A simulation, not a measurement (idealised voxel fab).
process module | voxel self aligned contacts
cross-section cut | 200 nm wide | cells 5 nm
A cross-section is a grid of square cells, given in bands from the top down. A band is one or more rows of cells.
Each band's line starts with the height of the band's top and of its bottom, in nm. Then come its materials from left to right, each with its width in nm. One material with "throughout" fills the band from edge to edge. "air" is empty space.
Height 0 is the level under which the wafer as received is all one material. The lowest band goes on downwards, as in "0 down".
A width such as "30 to 40" changes by the same amount from each row of cells to the next, from the band's top row to its bottom row.
"no change" after a step means that no cell of the cross-section changed.
closed voids: empty space of 8 cells or more with no open way to the top, each as width x height at its distance from the left edge, in nm
after a step's settings: what the simulator itself notes on the step
overlay nm, on a step with a mask: how far to the right of its planned place the mask lay; to the left if negative
plan
1 op RECEIVE | material Si
2 op OXIDIZE | depth nm 5
3 op DIRECTIONAL_DEP | material polySi | thk nm 20
4 op DIRECTIONAL_DEP | material SiN | thk nm 25
5 op PATTERN | tone cover | mask id GATE | material resist | width nm 30 | pitch nm 70 | thk nm 20 | overlay nm 0
6 op DIRECTIONAL_ETCH | etch materials SiN | depth nm 25
7 op DIRECTIONAL_ETCH | etch materials polySi | depth nm 20
8 op STRIP | etch materials resist
9 op CONFORMAL_DEP | material SiN | thk nm 10
10 op DIRECTIONAL_ETCH | etch materials SiN | depth nm 10
11 op FILL_DEP | material SiO2 | thk nm 15
12 op CMP | height nm 50
13 op MASKED_ETCH | tone open | mask id CONTACT | width nm 50 | pitch nm 70 | etch materials SiO2 | depth nm 55 | overlay nm 0
14 op CONFORMAL_DEP | material TiN | thk nm 5
15 op FILL_DEP | material W | thk nm 5
16 op CMP | height nm 50
17 op CONFORMAL_DEP | material SiCN | thk nm 5
first wafer, as planned
as received, after step 1
  0 down: Si throughout
  closed voids: none
after step 2
  0 to -5: SiO2 throughout
  below -5: unchanged
after step 3
  20 to 0: polySi throughout
  below 0: unchanged
after step 4
  45 to 20: SiN throughout
  below 20: unchanged
after step 5
  65 to 45: air 15 | resist 30 | air 40 | resist 30 | air 40 | resist 30 | air 15
  below 45: unchanged
after step 6
  65 to 45: air 15 | resist 30 | air 40 | resist 30 | air 40 | resist 30 | air 15
  45 to 20: air 15 | SiN 30 | air 40 | SiN 30 | air 40 | SiN 30 | air 15
  below 20: unchanged
after step 7
  65 to 45: air 15 | resist 30 | air 40 | resist 30 | air 40 | resist 30 | air 15
  45 to 20: air 15 | SiN 30 | air 40 | SiN 30 | air 40 | SiN 30 | air 15
  20 to 0: air 15 | polySi 30 | air 40 | polySi 30 | air 40 | polySi 30 | air 15
  below 0: unchanged
after step 8
  45 to 20: air 15 | SiN 30 | air 40 | SiN 30 | air 40 | SiN 30 | air 15
  below 20: unchanged
after step 9
  55 to 20: air 5 | SiN 50 | air 20 | SiN 50 | air 20 | SiN 50 | air 5
  20 to 10: air 5 | SiN 10 | polySi 30 | SiN 10 | air 20 | SiN 10 | polySi 30 | SiN 10 | air 20 | SiN 10 | polySi 30 | SiN 10 | air 5
  10 to 0: SiN 15 | polySi 30 | SiN 40 | polySi 30 | SiN 40 | polySi 30 | SiN 15
  below 0: unchanged
after step 10
  45 to 20: air 5 | SiN 50 | air 20 | SiN 50 | air 20 | SiN 50 | air 5
  20 to 0: air 5 | SiN 10 | polySi 30 | SiN 10 | air 20 | SiN 10 | polySi 30 | SiN 10 | air 20 | SiN 10 | polySi 30 | SiN 10 | air 5
  below 0: unchanged
after step 11
  60 to 45: SiO2 throughout
  45 to 20: SiO2 5 | SiN 50 | SiO2 20 | SiN 50 | SiO2 20 | SiN 50 | SiO2 5
  20 to 0: SiO2 5 | SiN 10 | polySi 30 | SiN 10 | SiO2 20 | SiN 10 | polySi 30 | SiN 10 | SiO2 20 | SiN 10 | polySi 30 | SiN 10 | SiO2 5
  below 0: unchanged
after step 12
  50 to 45: SiO2 throughout
  below 45: unchanged
after step 13
  50 to 45: SiO2 40 | air 50 | SiO2 20 | air 50 | SiO2 40
  45 to 20: SiO2 5 | SiN 50 | air 20 | SiN 50 | air 20 | SiN 50 | SiO2 5
  20 to 0: SiO2 5 | SiN 10 | polySi 30 | SiN 10 | air 20 | SiN 10 | polySi 30 | SiN 10 | air 20 | SiN 10 | polySi 30 | SiN 10 | SiO2 5
  0 to -5: SiO2 55 | air 20 | SiO2 50 | air 20 | SiO2 55
  below -5: unchanged
after step 14
  55 to 50: TiN 45 | air 40 | TiN 30 | air 40 | TiN 45
  50 to 45: SiO2 40 | TiN 20 | air 10 | TiN 20 | SiO2 20 | TiN 20 | air 10 | TiN 20 | SiO2 40
  45 to 20: SiO2 5 | SiN 50 | TiN 5 | air 10 | TiN 5 | SiN 50 | TiN 5 | air 10 | TiN 5 | SiN 50 | SiO2 5
  20 to 0: SiO2 5 | SiN 10 | polySi 30 | SiN 10 | TiN 5 | air 10 | TiN 5 | SiN 10 | polySi 30 | SiN 10 | TiN 5 | air 10 | TiN 5 | SiN 10 | polySi 30 | SiN 10 | SiO2 5
  0 to -5: SiO2 55 | TiN 20 | SiO2 50 | TiN 20 | SiO2 55
  below -5: unchanged
after step 15
  60 to 55: W throughout
  55 to 50: TiN 45 | W 40 | TiN 30 | W 40 | TiN 45
  50 to 45: SiO2 40 | TiN 20 | W 10 | TiN 20 | SiO2 20 | TiN 20 | W 10 | TiN 20 | SiO2 40
  45 to 20: SiO2 5 | SiN 50 | TiN 5 | W 10 | TiN 5 | SiN 50 | TiN 5 | W 10 | TiN 5 | SiN 50 | SiO2 5
  20 to 0: SiO2 5 | SiN 10 | polySi 30 | SiN 10 | TiN 5 | W 10 | TiN 5 | SiN 10 | polySi 30 | SiN 10 | TiN 5 | W 10 | TiN 5 | SiN 10 | polySi 30 | SiN 10 | SiO2 5
  below 0: unchanged
after step 16
  50 to 45: SiO2 40 | TiN 20 | W 10 | TiN 20 | SiO2 20 | TiN 20 | W 10 | TiN 20 | SiO2 40
  below 45: unchanged
after step 17
  55 to 50: SiCN throughout
  below 50: unchanged
second wafer: like start, like plan, one mistake. Through step 1 it matches the first wafer
when step 2 should have ended
  0 to -15: SiO2 throughout
  below -15: unchanged
when step 3 should have ended
  20 to 0: polySi throughout
  below 0: unchanged
when step 4 should have ended
  45 to 20: SiN throughout
  below 20: unchanged
when step 5 should have ended
  65 to 45: air 15 | resist 30 | air 40 | resist 30 | air 40 | resist 30 | air 15
  below 45: unchanged
when step 6 should have ended
  65 to 45: air 15 | resist 30 | air 40 | resist 30 | air 40 | resist 30 | air 15
  45 to 20: air 15 | SiN 30 | air 40 | SiN 30 | air 40 | SiN 30 | air 15
  below 20: unchanged
when step 7 should have ended
  65 to 45: air 15 | resist 30 | air 40 | resist 30 | air 40 | resist 30 | air 15
  45 to 20: air 15 | SiN 30 | air 40 | SiN 30 | air 40 | SiN 30 | air 15
  20 to 0: air 15 | polySi 30 | air 40 | polySi 30 | air 40 | polySi 30 | air 15
  below 0: unchanged
when step 8 should have ended
  45 to 20: air 15 | SiN 30 | air 40 | SiN 30 | air 40 | SiN 30 | air 15
  below 20: unchanged
when step 9 should have ended
  55 to 20: air 5 | SiN 50 | air 20 | SiN 50 | air 20 | SiN 50 | air 5
  20 to 10: air 5 | SiN 10 | polySi 30 | SiN 10 | air 20 | SiN 10 | polySi 30 | SiN 10 | air 20 | SiN 10 | polySi 30 | SiN 10 | air 5
  10 to 0: SiN 15 | polySi 30 | SiN 40 | polySi 30 | SiN 40 | polySi 30 | SiN 15
  below 0: unchanged
when step 10 should have ended
  45 to 20: air 5 | SiN 50 | air 20 | SiN 50 | air 20 | SiN 50 | air 5
  20 to 0: air 5 | SiN 10 | polySi 30 | SiN 10 | air 20 | SiN 10 | polySi 30 | SiN 10 | air 20 | SiN 10 | polySi 30 | SiN 10 | air 5
  below 0: unchanged
when step 11 should have ended
  60 to 45: SiO2 throughout
  45 to 20: SiO2 5 | SiN 50 | SiO2 20 | SiN 50 | SiO2 20 | SiN 50 | SiO2 5
  20 to 0: SiO2 5 | SiN 10 | polySi 30 | SiN 10 | SiO2 20 | SiN 10 | polySi 30 | SiN 10 | SiO2 20 | SiN 10 | polySi 30 | SiN 10 | SiO2 5
  below 0: unchanged
when step 12 should have ended
  50 to 45: SiO2 throughout
  below 45: unchanged
when step 13 should have ended
  50 to 45: SiO2 40 | air 50 | SiO2 20 | air 50 | SiO2 40
  45 to 20: SiO2 5 | SiN 50 | air 20 | SiN 50 | air 20 | SiN 50 | SiO2 5
  20 to 0: SiO2 5 | SiN 10 | polySi 30 | SiN 10 | air 20 | SiN 10 | polySi 30 | SiN 10 | air 20 | SiN 10 | polySi 30 | SiN 10 | SiO2 5
  0 to -5: SiO2 55 | air 20 | SiO2 50 | air 20 | SiO2 55
  below -5: unchanged
when step 14 should have ended
  55 to 50: TiN 45 | air 40 | TiN 30 | air 40 | TiN 45
  50 to 45: SiO2 40 | TiN 20 | air 10 | TiN 20 | SiO2 20 | TiN 20 | air 10 | TiN 20 | SiO2 40
  45 to 20: SiO2 5 | SiN 50 | TiN 5 | air 10 | TiN 5 | SiN 50 | TiN 5 | air 10 | TiN 5 | SiN 50 | SiO2 5
  20 to 0: SiO2 5 | SiN 10 | polySi 30 | SiN 10 | TiN 5 | air 10 | TiN 5 | SiN 10 | polySi 30 | SiN 10 | TiN 5 | air 10 | TiN 5 | SiN 10 | polySi 30 | SiN 10 | SiO2 5
  0 to -5: SiO2 55 | TiN 20 | SiO2 50 | TiN 20 | SiO2 55
  below -5: unchanged
when step 15 should have ended
  60 to 55: W throughout
  55 to 50: TiN 45 | W 40 | TiN 30 | W 40 | TiN 45
  50 to 45: SiO2 40 | TiN 20 | W 10 | TiN 20 | SiO2 20 | TiN 20 | W 10 | TiN 20 | SiO2 40
  45 to 20: SiO2 5 | SiN 50 | TiN 5 | W 10 | TiN 5 | SiN 50 | TiN 5 | W 10 | TiN 5 | SiN 50 | SiO2 5
  20 to 0: SiO2 5 | SiN 10 | polySi 30 | SiN 10 | TiN 5 | W 10 | TiN 5 | SiN 10 | polySi 30 | SiN 10 | TiN 5 | W 10 | TiN 5 | SiN 10 | polySi 30 | SiN 10 | SiO2 5
  below 0: unchanged
when step 16 should have ended
  50 to 45: SiO2 40 | TiN 20 | W 10 | TiN 20 | SiO2 20 | TiN 20 | W 10 | TiN 20 | SiO2 40
  below 45: unchanged
when step 17 should have ended
  55 to 50: SiCN throughout
  below 50: unchanged
what went wrong: step 2 ran as: op OXIDIZE | depth nm 15
at the end the second wafer has, in cells: 80 fewer of Si | 80 more of SiO2
